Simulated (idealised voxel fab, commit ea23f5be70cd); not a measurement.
Module name: voxel capacitor over wiring (process module)
240 nm wide, 5 nm square cells: that's cross-section cut.
Format of a cross-section: grid, square cells. Given as bands. Order: top down. Band: one or more rows of cells.
Top, bottom (nm), then materials left to right with widths (nm); lone material tagged "throughout" fills the whole band edge to edge; "empty" = empty space.
The reference from which all heights are counted is 0, the level beneath which the as-received wafer is entirely one material; the lowest band, having no lower bound, proceeds downward and is written after the example "z 0 and below".
A width given as "30->40" starts at the first number in the band's top row and ends at the second number in its bottom row, shifting by an equal amount at every step from row to row.
For the purposes of this document, the phrase "no change occurred" attached to a step denotes that no cell within the cross-section was modified by that step.
Closed-off voids of 8+ cells (no open route to the top) go in "Enclosed cavity list", written width x height at distance from the left edge, in nm.
Post-settings text on a step line: simulator's own remark regarding the step.
If you see "overlay nm" on a step's line and that step has a mask, it's telling you how far right of where it was planned the mask ended up; a negative number means it went left instead.

# Planned step list for the process
| 1 | op RECEIVE | material Si |
| 2 | op CONFORMAL_DEP | material SiO2 | thk nm 15 |
| 3 | op DIRECTIONAL_DEP | material TiN | thk nm 5 |
| 4 | op DIRECTIONAL_DEP | material W | thk nm 15 |
| 5 | op MASKED_ETCH | tone cover | mask id METAL_1 | width nm 30 | pitch nm 90 | etch materials W | depth nm 15 | overlay nm 0 |
| 6 | op MASKED_ETCH | tone cover | mask id METAL_1 | width nm 30 | pitch nm 90 | etch materials TiN | depth nm 5 | overlay nm 0 |
| 7 | op FILL_DEP | material SiO2 | thk nm 10 |
| 8 | op CMP | height nm 35 |
| 9 | op CONFORMAL_DEP | material SiCN | thk nm 5 |
| 10 | op DIRECTIONAL_DEP | material lowk | thk nm 20 |
| 11 | op PATTERN | tone open | mask id PLUG_1 | material resist | width nm 15 | thk nm 20 | overlay nm 0 |
| 12 | op DIRECTIONAL_ETCH | etch materials lowk | depth nm 20 |
| 13 | op DIRECTIONAL_ETCH | etch materials SiCN | depth nm 5 |
| 14 | op STRIP | etch materials resist |
| 15 | op EPI | material Ru | thk nm 10 |
| 16 | op EPI | material Ru | thk nm 10 |
| 17 | op EPI | material Ru | thk nm 5 |
| 18 | op DIRECTIONAL_DEP | material TiN | thk nm 5 |
| 19 | op DIRECTIONAL_DEP | material SiN | thk nm 5 |
| 20 | op DIRECTIONAL_DEP | material TiN | thk nm 10 |
| 21 | op PATTERN | tone cover | mask id UPPER_PLATE | material resist | width nm 65 | thk nm 15 | overlay nm 0 |
| 22 | op DIRECTIONAL_ETCH | etch materials TiN | depth nm 10 |
| 23 | op DIRECTIONAL_ETCH | etch materials SiN | depth nm 5 |
| 24 | op STRIP | etch materials resist |
| 25 | op MASKED_ETCH | tone cover | mask id LOWER_PLATE | width nm 75 | etch materials TiN | depth nm 5 | overlay nm 0 |
| 26 | op FILL_DEP | material SiO2 | thk nm 15 |
| 27 | op CMP | height nm 90 |
| 28 | op DIRECTIONAL_DEP | material aC | thk nm 10 |
| 29 | op PATTERN | tone open | mask id PLUG_2 | material resist | width nm 15 | thk nm 25 | overlay nm 0 |
| 30 | op DIRECTIONAL_ETCH | etch materials aC | depth nm 10 |
| 31 | op STRIP | etch materials resist |
| 32 | op DIRECTIONAL_ETCH | etch materials SiO2 | depth nm 10 |
| 33 | op STRIP | etch materials aC |
| 34 | op CONFORMAL_DEP | material TiN | thk nm 5 |
| 35 | op FILL_DEP | material Ru | thk nm 5 |
| 36 | op CMP | height nm 90 |
| 37 | op CONFORMAL_DEP | material SiN | thk nm 5 |

# The first wafer of two, processed as planned

# Wafer as received: cross-section following step 1
- z 0 and below | Si throughout
- Enclosed cavity list: none

# Cross-section of the wafer after step 2
- z 15 to 0 | SiO2 throughout
- Below 0, the layers are the same as they were.

# Cross-section of the wafer after step 3
- z 20 to 15 | TiN throughout
- Below 15, the layers are the same as they were.

# Cross-section of the wafer after step 4
- z 35 to 20 | W throughout
- Below 20, the layers are the same as they were.

# Cross-section of the wafer after step 5
- z 35 to 20 | empty 60 nm / W 30 nm / empty 60 nm / W 30 nm / empty 60 nm
- Below 20, the layers are the same as they were.

# Cross-section of the wafer after step 6
- z 35 to 20 | empty 60 nm / W 30 nm / empty 60 nm / W 30 nm / empty 60 nm
- z 20 to 15 | empty 60 nm / TiN 30 nm / empty 60 nm / TiN 30 nm / empty 60 nm
- Below 15, the layers are the same as they were.

# Cross-section of the wafer after step 7
- z 45 to 35 | SiO2 throughout
- z 35 to 20 | SiO2 60 nm / W 30 nm / SiO2 60 nm / W 30 nm / SiO2 60 nm
- z 20 to 15 | SiO2 60 nm / TiN 30 nm / SiO2 60 nm / TiN 30 nm / SiO2 60 nm
- Below 15, the layers are the same as they were.

# Cross-section of the wafer after step 8
- z 35 to 20 | SiO2 60 nm / W 30 nm / SiO2 60 nm / W 30 nm / SiO2 60 nm
- Below 20, the layers are the same as they were.

# Cross-section of the wafer after step 9
- z 40 to 35 | SiCN throughout
- Below 35, the layers are the same as they were.

# Cross-section of the wafer after step 10
- z 60 to 40 | lowk throughout
- Below 40, the layers are the same as they were.

# Cross-section of the wafer after step 11
- z 80 to 60 | resist 75 nm / empty 15 nm / resist 150 nm
- Below 60, the layers are the same as they were.

# Cross-section of the wafer after step 12
- z 80 to 60 | resist 75 nm / empty 15 nm / resist 150 nm
- z 60 to 40 | lowk 75 nm / empty 15 nm / lowk 150 nm
- Below 40, the layers are the same as they were.

# Cross-section of the wafer after step 13
- z 80 to 60 | resist 75 nm / empty 15 nm / resist 150 nm
- z 60 to 40 | lowk 75 nm / empty 15 nm / lowk 150 nm
- z 40 to 35 | SiCN 75 nm / empty 15 nm / SiCN 150 nm
- Below 35, the layers are the same as they were.

# Cross-section of the wafer after step 14
- z 60 to 40 | lowk 75 nm / empty 15 nm / lowk 150 nm
- Below 40, the layers are the same as they were.

# Cross-section of the wafer after step 15
- z 60 to 45 | lowk 75 nm / empty 15 nm / lowk 150 nm
- z 45 to 40 | lowk 75 nm / Ru 15 nm / lowk 150 nm
- z 40 to 35 | SiCN 75 nm / Ru 15 nm / SiCN 150 nm
- Below 35, the layers are the same as they were.

# Cross-section of the wafer after step 16
- z 60 to 55 | lowk 75 nm / empty 15 nm / lowk 150 nm
- z 55 to 40 | lowk 75 nm / Ru 15 nm / lowk 150 nm
- Below 40, the layers are the same as they were.

# Cross-section of the wafer after step 17
- z 60 to 40 | lowk 75 nm / Ru 15 nm / lowk 150 nm
- Below 40, the layers are the same as they were.

# Cross-section of the wafer after step 18
- z 65 to 60 | TiN throughout
- Below 60, the layers are the same as they were.

# Cross-section of the wafer after step 19
- z 70 to 65 | SiN throughout
- Below 65, the layers are the same as they were.

# Cross-section of the wafer after step 20
- z 80 to 70 | TiN throughout
- Below 70, the layers are the same as they were.

# Cross-section of the wafer after step 21
- z 95 to 80 | empty 75 nm / resist 65 nm / empty 100 nm
- Below 80, the layers are the same as they were.

# Cross-section of the wafer after step 22
- z 95 to 80 | empty 75 nm / resist 65 nm / empty 100 nm
- z 80 to 70 | empty 75 nm / TiN 65 nm / empty 100 nm
- Below 70, the layers are the same as they were.

# Cross-section of the wafer after step 23
- z 95 to 80 | empty 75 nm / resist 65 nm / empty 100 nm
- z 80 to 70 | empty 75 nm / TiN 65 nm / empty 100 nm
- z 70 to 65 | empty 75 nm / SiN 65 nm / empty 100 nm
- Below 65, the layers are the same as they were.

# Cross-section of the wafer after step 24
- z 80 to 70 | empty 75 nm / TiN 65 nm / empty 100 nm
- Below 70, the layers are the same as they were.

# Cross-section of the wafer after step 25
- z 80 to 70 | empty 75 nm / TiN 65 nm / empty 100 nm
- z 70 to 65 | empty 75 nm / SiN 65 nm / empty 100 nm
- z 65 to 60 | empty 70 nm / TiN 75 nm / empty 95 nm
- Below 60, the layers are the same as they were.

# Cross-section of the wafer after step 26
- z 95 to 80 | SiO2 throughout
- z 80 to 70 | SiO2 75 nm / TiN 65 nm / SiO2 100 nm
- z 70 to 65 | SiO2 75 nm / SiN 65 nm / SiO2 100 nm
- z 65 to 60 | SiO2 70 nm / TiN 75 nm / SiO2 95 nm
- Below 60, the layers are the same as they were.

# Cross-section of the wafer after step 27
- z 90 to 80 | SiO2 throughout
- Below 80, the layers are the same as they were.

# Cross-section of the wafer after step 28
- z 100 to 90 | aC throughout
- Below 90, the layers are the same as they were.

# Cross-section of the wafer after step 29
- z 125 to 100 | resist 85 nm / empty 15 nm / resist 140 nm
- Below 100, the layers are the same as they were.

# Cross-section of the wafer after step 30
- z 115 to 100 | resist 85 nm / empty 15 nm / resist 140 nm
- z 100 to 90 | aC 85 nm / empty 15 nm / aC 140 nm
- Below 90, the layers are the same as they were.

# Cross-section of the wafer after step 31
- z 100 to 90 | aC 85 nm / empty 15 nm / aC 140 nm
- Below 90, the layers are the same as they were.

# Cross-section of the wafer after step 32
- z 100 to 90 | aC 85 nm / empty 15 nm / aC 140 nm
- z 90 to 80 | SiO2 85 nm / empty 15 nm / SiO2 140 nm
- Below 80, the layers are the same as they were.

# Cross-section of the wafer after step 33
- z 90 to 80 | SiO2 85 nm / empty 15 nm / SiO2 140 nm
- Below 80, the layers are the same as they were.

# Cross-section of the wafer after step 34
- z 95 to 90 | TiN 90 nm / empty 5 nm / TiN 145 nm
- z 90 to 85 | SiO2 85 nm / TiN 5 nm / empty 5 nm / TiN 5 nm / SiO2 140 nm
- z 85 to 80 | SiO2 85 nm / TiN 15 nm / SiO2 140 nm
- Below 80, the layers are the same as they were.

# Cross-section of the wafer after step 35
- z 100 to 95 | Ru throughout
- z 95 to 90 | TiN 90 nm / Ru 5 nm / TiN 145 nm
- z 90 to 85 | SiO2 85 nm / TiN 5 nm / Ru 5 nm / TiN 5 nm / SiO2 140 nm
- Below 85, the layers are the same as they were.

# Cross-section of the wafer after step 36
- z 90 to 85 | SiO2 85 nm / TiN 5 nm / Ru 5 nm / TiN 5 nm / SiO2 140 nm
- Below 85, the layers are the same as they were.

# Cross-section of the wafer after step 37
- z 95 to 90 | SiN throughout
- Below 90, the layers are the same as they were.

# Companion wafer, the second of two: same beginning, same intended sequence, one mistake in carrying it out; through step 9 inclusive it tracks the first exactly

# Second wafer cross-section, taken as of the time the plan sets for step 10 to be done
- z 50 to 40 | lowk throughout
- Below 40, the layers are the same as they were.

# Second wafer cross-section, taken as of the time the plan sets for step 11 to be done
- z 70 to 50 | resist 75 nm / empty 15 nm / resist 150 nm
- Below 50, the layers are the same as they were.

# Second wafer cross-section, taken as of the time the plan sets for step 12 to be done
- z 70 to 50 | resist 75 nm / empty 15 nm / resist 150 nm
- z 50 to 40 | lowk 75 nm / empty 15 nm / lowk 150 nm
- Below 40, the layers are the same as they were.

# Second wafer cross-section, taken as of the time the plan sets for step 13 to be done
- z 70 to 50 | resist 75 nm / empty 15 nm / resist 150 nm
- z 50 to 40 | lowk 75 nm / empty 15 nm / lowk 150 nm
- z 40 to 35 | SiCN 75 nm / empty 15 nm / SiCN 150 nm
- Below 35, the layers are the same as they were.

# Second wafer cross-section, taken as of the time the plan sets for step 14 to be done
- z 50 to 40 | lowk 75 nm / empty 15 nm / lowk 150 nm
- Below 40, the layers are the same as they were.

# Second wafer cross-section, taken as of the time the plan sets for step 15 to be done
- z 50 to 45 | lowk 75 nm / empty 15 nm / lowk 150 nm
- z 45 to 40 | lowk 75 nm / Ru 15 nm / lowk 150 nm
- z 40 to 35 | SiCN 75 nm / Ru 15 nm / SiCN 150 nm
- Below 35, the layers are the same as they were.

# Second wafer cross-section, taken as of the time the plan sets for step 16 to be done
- z 55 to 50 | empty 70 nm / Ru 25 nm / empty 145 nm
- z 50 to 40 | lowk 75 nm / Ru 15 nm / lowk 150 nm
- Below 40, the layers are the same as they were.

# Second wafer cross-section, taken as of the time the plan sets for step 17 to be done
- z 60 to 50 | empty 65 nm / Ru 35 nm / empty 140 nm
- Below 50, the layers are the same as they were.

# Second wafer cross-section, taken as of the time the plan sets for step 18 to be done
- z 65 to 60 | empty 65 nm / TiN 35 nm / empty 140 nm
- z 60 to 55 | empty 65 nm / Ru 35 nm / empty 140 nm
- z 55 to 50 | TiN 65 nm / Ru 35 nm / TiN 140 nm
- Below 50, the layers are the same as they were.

# Second wafer cross-section, taken as of the time the plan sets for step 19 to be done
- z 70 to 65 | empty 65 nm / SiN 35 nm / empty 140 nm
- z 65 to 60 | empty 65 nm / TiN 35 nm / empty 140 nm
- z 60 to 55 | SiN 65 nm / Ru 35 nm / SiN 140 nm
- Below 55, the layers are the same as they were.

# Second wafer cross-section, taken as of the time the plan sets for step 20 to be done
- z 80 to 70 | empty 65 nm / TiN 35 nm / empty 140 nm
- z 70 to 65 | TiN 65 nm / SiN 35 nm / TiN 140 nm
- z 65 to 60 | TiN throughout
- Below 60, the layers are the same as they were.

# Second wafer cross-section, taken as of the time the plan sets for step 21 to be done
- z 95 to 80 | empty 75 nm / resist 65 nm / empty 100 nm
- z 80 to 70 | empty 65 nm / TiN 35 nm / resist 40 nm / empty 100 nm
- Below 70, the layers are the same as they were.

# Second wafer cross-section, taken as of the time the plan sets for step 22 to be done
- z 95 to 80 | empty 75 nm / resist 65 nm / empty 100 nm
- z 80 to 70 | empty 75 nm / TiN 25 nm / resist 40 nm / empty 100 nm
- z 70 to 65 | empty 65 nm / SiN 35 nm / TiN 40 nm / empty 100 nm
- z 65 to 60 | empty 65 nm / TiN 75 nm / empty 100 nm
- Below 60, the layers are the same as they were.

# Second wafer cross-section, taken as of the time the plan sets for step 23 to be done
- z 95 to 80 | empty 75 nm / resist 65 nm / empty 100 nm
- z 80 to 70 | empty 75 nm / TiN 25 nm / resist 40 nm / empty 100 nm
- z 70 to 65 | empty 75 nm / SiN 25 nm / TiN 40 nm / empty 100 nm
- z 65 to 60 | empty 65 nm / TiN 75 nm / empty 100 nm
- z 60 to 55 | empty 65 nm / Ru 35 nm / SiN 40 nm / empty 100 nm
- Below 55, the layers are the same as they were.

# Second wafer cross-section, taken as of the time the plan sets for step 24 to be done
- z 80 to 70 | empty 75 nm / TiN 25 nm / empty 140 nm
- Below 70, the layers are the same as they were.

# Second wafer cross-section, taken as of the time the plan sets for step 25 to be done
- z 80 to 70 | empty 75 nm / TiN 25 nm / empty 140 nm
- z 70 to 65 | empty 75 nm / SiN 25 nm / TiN 40 nm / empty 100 nm
- z 65 to 60 | empty 70 nm / TiN 70 nm / empty 100 nm
- z 60 to 55 | empty 65 nm / Ru 35 nm / SiN 40 nm / empty 100 nm
- z 55 to 50 | empty 65 nm / Ru 35 nm / TiN 45 nm / empty 95 nm
- Below 50, the layers are the same as they were.

# Second wafer cross-section, taken as of the time the plan sets for step 26 to be done
- z 95 to 80 | SiO2 throughout
- z 80 to 70 | SiO2 75 nm / TiN 25 nm / SiO2 140 nm
- z 70 to 65 | SiO2 75 nm / SiN 25 nm / TiN 40 nm / SiO2 100 nm
- z 65 to 60 | SiO2 70 nm / TiN 70 nm / SiO2 100 nm
- z 60 to 55 | SiO2 65 nm / Ru 35 nm / SiN 40 nm / SiO2 100 nm
- z 55 to 50 | SiO2 65 nm / Ru 35 nm / TiN 45 nm / SiO2 95 nm
- Below 50, the layers are the same as they were.

# Second wafer cross-section, taken as of the time the plan sets for step 27 to be done
- z 90 to 80 | SiO2 throughout
- Below 80, the layers are the same as they were.

# Second wafer cross-section, taken as of the time the plan sets for step 28 to be done
- z 100 to 90 | aC throughout
- Below 90, the layers are the same as they were.

# Second wafer cross-section, taken as of the time the plan sets for step 29 to be done
- z 125 to 100 | resist 85 nm / empty 15 nm / resist 140 nm
- Below 100, the layers are the same as they were.

# Second wafer cross-section, taken as of the time the plan sets for step 30 to be done
- z 115 to 100 | resist 85 nm / empty 15 nm / resist 140 nm
- z 100 to 90 | aC 85 nm / empty 15 nm / aC 140 nm
- Below 90, the layers are the same as they were.

# Second wafer cross-section, taken as of the time the plan sets for step 31 to be done
- z 100 to 90 | aC 85 nm / empty 15 nm / aC 140 nm
- Below 90, the layers are the same as they were.

# Second wafer cross-section, taken as of the time the plan sets for step 32 to be done
- z 100 to 90 | aC 85 nm / empty 15 nm / aC 140 nm
- z 90 to 80 | SiO2 85 nm / empty 15 nm / SiO2 140 nm
- Below 80, the layers are the same as they were.

# Second wafer cross-section, taken as of the time the plan sets for step 33 to be done
- z 90 to 80 | SiO2 85 nm / empty 15 nm / SiO2 140 nm
- Below 80, the layers are the same as they were.

# Second wafer cross-section, taken as of the time the plan sets for step 34 to be done
- z 95 to 90 | TiN 90 nm / empty 5 nm / TiN 145 nm
- z 90 to 85 | SiO2 85 nm / TiN 5 nm / empty 5 nm / TiN 5 nm / SiO2 140 nm
- z 85 to 80 | SiO2 85 nm / TiN 15 nm / SiO2 140 nm
- Below 80, the layers are the same as they were.

# Second wafer cross-section, taken as of the time the plan sets for step 35 to be done
- z 100 to 95 | Ru throughout
- z 95 to 90 | TiN 90 nm / Ru 5 nm / TiN 145 nm
- z 90 to 85 | SiO2 85 nm / TiN 5 nm / Ru 5 nm / TiN 5 nm / SiO2 140 nm
- Below 85, the layers are the same as they were.

# Second wafer cross-section, taken as of the time the plan sets for step 36 to be done
- z 90 to 85 | SiO2 85 nm / TiN 5 nm / Ru 5 nm / TiN 5 nm / SiO2 140 nm
- Below 85, the layers are the same as they were.

# Second wafer cross-section, taken as of the time the plan sets for step 37 to be done
- z 95 to 90 | SiN throughout
- Below 90, the layers are the same as they were.
The plan and the run diverged here: not per plan at step 10, really ran op DIRECTIONAL_DEP | material lowk | thk nm 10
Counted in cells at the end, the second wafer holds more or fewer of these materials than the first: 8 more of Ru | 82 more of SiO2 | 90 fewer of lowk
